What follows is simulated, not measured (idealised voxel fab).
The process module that follows is named voxel air gaps.
The cross-section on display is named cut; it measures 225 nm wide, and its cells are 5 nm squares.
Bands, listed from the top down, are how a cross-section gets written in this document; the cross-section itself is a grid of square cells, and a band is one or more rows of them.
Read a band's entry like this: the first values are the height of its top and the height of its bottom in nm, and what follows is the sequence of materials from left to right, each with its width in nm. Note that "empty" is empty space, and that a single material marked "everywhere" reaches across the band from edge to edge.
Beneath 0, the wafer as received is one material, and that level is where height counting begins. The lowest band goes on downward without a bottom; it is written like "0 and below".
It should be noted that a width expressed as "30 to 40" varies in equal increments from row to row of cells within the band, taking the value of the first number at the top row and that of the second number at the bottom row.
Key: "nothing was modified" - step with no changed cell in the cross-section.
What "Closed void listing" gives you is every empty space of 8 cells or more that is cut off from the top. Each appears as width x height at distance, with the distance taken from the left edge and width, height and distance all in nm.
Text after the settings on a step's line: the simulator's own remark on that step.
overlay nm: right-of-plan distance of the mask on a masked step; negative values mean left-of-plan.

# Process steps foreseen in the plan
1 RECEIVE: material Si
2 CONFORMAL_DEP: material SiO2, thk nm 15
3 CONFORMAL_DEP: material SiN, thk nm 5
4 DIRECTIONAL_DEP: material lowk, thk nm 30
5 DIRECTIONAL_DEP: material aC, thk nm 10
6 PATTERN: tone open, mask id LINES, material resist, width nm 15, pitch nm 40, thk nm 25, overlay nm 0
7 DIRECTIONAL_ETCH: etch materials aC, depth nm 10
8 STRIP: etch materials resist
9 DIRECTIONAL_ETCH: etch materials lowk, depth nm 30
10 STRIP: etch materials aC
11 CONFORMAL_DEP: material TiN, thk nm 5
12 FILL_DEP: material W, thk nm 10
13 CMP: height nm 50
14 EPI: material Ru, thk nm 10
15 SELECTIVE_ETCH: etch materials lowk, depth nm 40
16 CONFORMAL_DEP: material SiCN, thk nm 5

# First wafer of two (run as planned)

# Wafer at receipt (post step 1), cross-section
* 0 and below = Si everywhere
* Closed void listing: none

# After step 2, in cross-section
* 15 down to 0 = SiO2 everywhere
* Anything lower than 0 is untouched.

# After step 3, in cross-section
* 20 down to 15 = SiN everywhere
* Anything lower than 15 is untouched.

# After step 4, in cross-section
* 50 down to 20 = lowk everywhere
* Anything lower than 20 is untouched.

# After step 5, in cross-section
* 60 down to 50 = aC everywhere
* Anything lower than 50 is untouched.

# After step 6, in cross-section
* 85 down to 60 = resist 45 / empty 15 / resist 25 / empty 15 / resist 25 / empty 15 / resist 25 / empty 15 / resist 45
* Anything lower than 60 is untouched.

# After step 7, in cross-section
* 75 down to 60 = resist 45 / empty 15 / resist 25 / empty 15 / resist 25 / empty 15 / resist 25 / empty 15 / resist 45
* 60 down to 50 = aC 45 / empty 15 / aC 25 / empty 15 / aC 25 / empty 15 / aC 25 / empty 15 / aC 45
* Anything lower than 50 is untouched.

# After step 8, in cross-section
* 60 down to 50 = aC 45 / empty 15 / aC 25 / empty 15 / aC 25 / empty 15 / aC 25 / empty 15 / aC 45
* Anything lower than 50 is untouched.

# After step 9, in cross-section
* 60 down to 50 = aC 45 / empty 15 / aC 25 / empty 15 / aC 25 / empty 15 / aC 25 / empty 15 / aC 45
* 50 down to 20 = lowk 45 / empty 15 / lowk 25 / empty 15 / lowk 25 / empty 15 / lowk 25 / empty 15 / lowk 45
* Anything lower than 20 is untouched.

# After step 10, in cross-section
* 50 down to 20 = lowk 45 / empty 15 / lowk 25 / empty 15 / lowk 25 / empty 15 / lowk 25 / empty 15 / lowk 45
* Anything lower than 20 is untouched.

# After step 11, in cross-section
* 55 down to 50 = TiN 50 / empty 5 / TiN 35 / empty 5 / TiN 35 / empty 5 / TiN 35 / empty 5 / TiN 50
* 50 down to 25 = lowk 45 / TiN 5 / empty 5 / TiN 5 / lowk 25 / TiN 5 / empty 5 / TiN 5 / lowk 25 / TiN 5 / empty 5 / TiN 5 / lowk 25 / TiN 5 / empty 5 / TiN 5 / lowk 45
* 25 down to 20 = lowk 45 / TiN 15 / lowk 25 / TiN 15 / lowk 25 / TiN 15 / lowk 25 / TiN 15 / lowk 45
* Anything lower than 20 is untouched.

# After step 12, in cross-section
* 65 down to 55 = W everywhere
* 55 down to 50 = TiN 50 / W 5 / TiN 35 / W 5 / TiN 35 / W 5 / TiN 35 / W 5 / TiN 50
* 50 down to 25 = lowk 45 / TiN 5 / W 5 / TiN 5 / lowk 25 / TiN 5 / W 5 / TiN 5 / lowk 25 / TiN 5 / W 5 / TiN 5 / lowk 25 / TiN 5 / W 5 / TiN 5 / lowk 45
* Anything lower than 25 is untouched.

# After step 13, in cross-section
* 50 down to 25 = lowk 45 / TiN 5 / W 5 / TiN 5 / lowk 25 / TiN 5 / W 5 / TiN 5 / lowk 25 / TiN 5 / W 5 / TiN 5 / lowk 25 / TiN 5 / W 5 / TiN 5 / lowk 45
* Anything lower than 25 is untouched.

# After step 14, in cross-section
* 60 down to 50 = empty 35 / Ru 35 / empty 5 / Ru 35 / empty 5 / Ru 35 / empty 5 / Ru 35 / empty 35
* Anything lower than 50 is untouched.

# After step 15, in cross-section
* 60 down to 50 = empty 35 / Ru 35 / empty 5 / Ru 35 / empty 5 / Ru 35 / empty 5 / Ru 35 / empty 35
* 50 down to 25 = empty 45 / TiN 5 / W 5 / TiN 5 / empty 25 / TiN 5 / W 5 / TiN 5 / empty 25 / TiN 5 / W 5 / TiN 5 / empty 25 / TiN 5 / W 5 / TiN 5 / empty 45
* 25 down to 20 = empty 45 / TiN 15 / empty 25 / TiN 15 / empty 25 / TiN 15 / empty 25 / TiN 15 / empty 45
* Anything lower than 20 is untouched.

# After step 16, in cross-section
* 65 down to 60 = empty 30 / SiCN 165 / empty 30
* 60 down to 50 = empty 30 / SiCN 5 / Ru 35 / SiCN 5 / Ru 35 / SiCN 5 / Ru 35 / SiCN 5 / Ru 35 / SiCN 5 / empty 30
* 50 down to 45 = empty 30 / SiCN 15 / TiN 5 / W 5 / TiN 5 / SiCN 25 / TiN 5 / W 5 / TiN 5 / SiCN 25 / TiN 5 / W 5 / TiN 5 / SiCN 25 / TiN 5 / W 5 / TiN 5 / SiCN 15 / empty 30
* 45 down to 25 = empty 40 / SiCN 5 / TiN 5 / W 5 / TiN 5 / SiCN 5 / empty 15 / SiCN 5 / TiN 5 / W 5 / TiN 5 / SiCN 5 / empty 15 / SiCN 5 / TiN 5 / W 5 / TiN 5 / SiCN 5 / empty 15 / SiCN 5 / TiN 5 / W 5 / TiN 5 / SiCN 5 / empty 40
* 25 down to 20 = SiCN 45 / TiN 15 / SiCN 25 / TiN 15 / SiCN 25 / TiN 15 / SiCN 25 / TiN 15 / SiCN 45
* Anything lower than 20 is untouched.
* Closed void listing: 15 x 20 at 65; 15 x 20 at 105; 15 x 20 at 145

# Second wafer: same start and same plan as the first, one execution error; identical to the first through step 1

# Second wafer shown in cross-section at the time step 2 was slated to end
* 30 down to 0 = SiO2 everywhere
* Anything lower than 0 is untouched.

# Second wafer shown in cross-section at the time step 3 was slated to end
* 35 down to 30 = SiN everywhere
* Anything lower than 30 is untouched.

# Second wafer shown in cross-section at the time step 4 was slated to end
* 65 down to 35 = lowk everywhere
* Anything lower than 35 is untouched.

# Second wafer shown in cross-section at the time step 5 was slated to end
* 75 down to 65 = aC everywhere
* Anything lower than 65 is untouched.

# Second wafer shown in cross-section at the time step 6 was slated to end
* 100 down to 75 = resist 45 / empty 15 / resist 25 / empty 15 / resist 25 / empty 15 / resist 25 / empty 15 / resist 45
* Anything lower than 75 is untouched.

# Second wafer shown in cross-section at the time step 7 was slated to end
* 90 down to 75 = resist 45 / empty 15 / resist 25 / empty 15 / resist 25 / empty 15 / resist 25 / empty 15 / resist 45
* 75 down to 65 = aC 45 / empty 15 / aC 25 / empty 15 / aC 25 / empty 15 / aC 25 / empty 15 / aC 45
* Anything lower than 65 is untouched.

# Second wafer shown in cross-section at the time step 8 was slated to end
* 75 down to 65 = aC 45 / empty 15 / aC 25 / empty 15 / aC 25 / empty 15 / aC 25 / empty 15 / aC 45
* Anything lower than 65 is untouched.

# Second wafer shown in cross-section at the time step 9 was slated to end
* 75 down to 65 = aC 45 / empty 15 / aC 25 / empty 15 / aC 25 / empty 15 / aC 25 / empty 15 / aC 45
* 65 down to 35 = lowk 45 / empty 15 / lowk 25 / empty 15 / lowk 25 / empty 15 / lowk 25 / empty 15 / lowk 45
* Anything lower than 35 is untouched.

# Second wafer shown in cross-section at the time step 10 was slated to end
* 65 down to 35 = lowk 45 / empty 15 / lowk 25 / empty 15 / lowk 25 / empty 15 / lowk 25 / empty 15 / lowk 45
* Anything lower than 35 is untouched.

# Second wafer shown in cross-section at the time step 11 was slated to end
* 70 down to 65 = TiN 50 / empty 5 / TiN 35 / empty 5 / TiN 35 / empty 5 / TiN 35 / empty 5 / TiN 50
* 65 down to 40 = lowk 45 / TiN 5 / empty 5 / TiN 5 / lowk 25 / TiN 5 / empty 5 / TiN 5 / lowk 25 / TiN 5 / empty 5 / TiN 5 / lowk 25 / TiN 5 / empty 5 / TiN 5 / lowk 45
* 40 down to 35 = lowk 45 / TiN 15 / lowk 25 / TiN 15 / lowk 25 / TiN 15 / lowk 25 / TiN 15 / lowk 45
* Anything lower than 35 is untouched.

# Second wafer shown in cross-section at the time step 12 was slated to end
* 80 down to 70 = W everywhere
* 70 down to 65 = TiN 50 / W 5 / TiN 35 / W 5 / TiN 35 / W 5 / TiN 35 / W 5 / TiN 50
* 65 down to 40 = lowk 45 / TiN 5 / W 5 / TiN 5 / lowk 25 / TiN 5 / W 5 / TiN 5 / lowk 25 / TiN 5 / W 5 / TiN 5 / lowk 25 / TiN 5 / W 5 / TiN 5 / lowk 45
* Anything lower than 40 is untouched.

# Second wafer shown in cross-section at the time step 13 was slated to end
* 50 down to 40 = lowk 45 / TiN 5 / W 5 / TiN 5 / lowk 25 / TiN 5 / W 5 / TiN 5 / lowk 25 / TiN 5 / W 5 / TiN 5 / lowk 25 / TiN 5 / W 5 / TiN 5 / lowk 45
* Anything lower than 40 is untouched.

# Second wafer shown in cross-section at the time step 14 was slated to end
* 60 down to 50 = empty 35 / Ru 35 / empty 5 / Ru 35 / empty 5 / Ru 35 / empty 5 / Ru 35 / empty 35
* Anything lower than 50 is untouched.

# Second wafer shown in cross-section at the time step 15 was slated to end
* 60 down to 50 = empty 35 / Ru 35 / empty 5 / Ru 35 / empty 5 / Ru 35 / empty 5 / Ru 35 / empty 35
* 50 down to 40 = empty 45 / TiN 5 / W 5 / TiN 5 / empty 25 / TiN 5 / W 5 / TiN 5 / empty 25 / TiN 5 / W 5 / TiN 5 / empty 25 / TiN 5 / W 5 / TiN 5 / empty 45
* 40 down to 35 = empty 45 / TiN 15 / empty 25 / TiN 15 / empty 25 / TiN 15 / empty 25 / TiN 15 / empty 45
* Anything lower than 35 is untouched.

# Second wafer shown in cross-section at the time step 16 was slated to end
* 65 down to 60 = empty 30 / SiCN 165 / empty 30
* 60 down to 50 = empty 30 / SiCN 5 / Ru 35 / SiCN 5 / Ru 35 / SiCN 5 / Ru 35 / SiCN 5 / Ru 35 / SiCN 5 / empty 30
* 50 down to 45 = empty 30 / SiCN 15 / TiN 5 / W 5 / TiN 5 / SiCN 25 / TiN 5 / W 5 / TiN 5 / SiCN 25 / TiN 5 / W 5 / TiN 5 / SiCN 25 / TiN 5 / W 5 / TiN 5 / SiCN 15 / empty 30
* 45 down to 40 = empty 40 / SiCN 5 / TiN 5 / W 5 / TiN 5 / SiCN 5 / empty 15 / SiCN 5 / TiN 5 / W 5 / TiN 5 / SiCN 5 / empty 15 / SiCN 5 / TiN 5 / W 5 / TiN 5 / SiCN 5 / empty 15 / SiCN 5 / TiN 5 / W 5 / TiN 5 / SiCN 5 / empty 40
* 40 down to 35 = SiCN 45 / TiN 15 / SiCN 25 / TiN 15 / SiCN 25 / TiN 15 / SiCN 25 / TiN 15 / SiCN 45
* Anything lower than 35 is untouched.
What was done differently from what was planned? step 2 of the plan was carried out twice
Wafer comparison, final, in cells, second relative to first, materials more or fewer: 24 fewer of SiCN; 135 more of SiO2; 24 fewer of TiN; 12 fewer of W
Quick summary for you: first wafer finishes at 3 closed voids, second at 0.
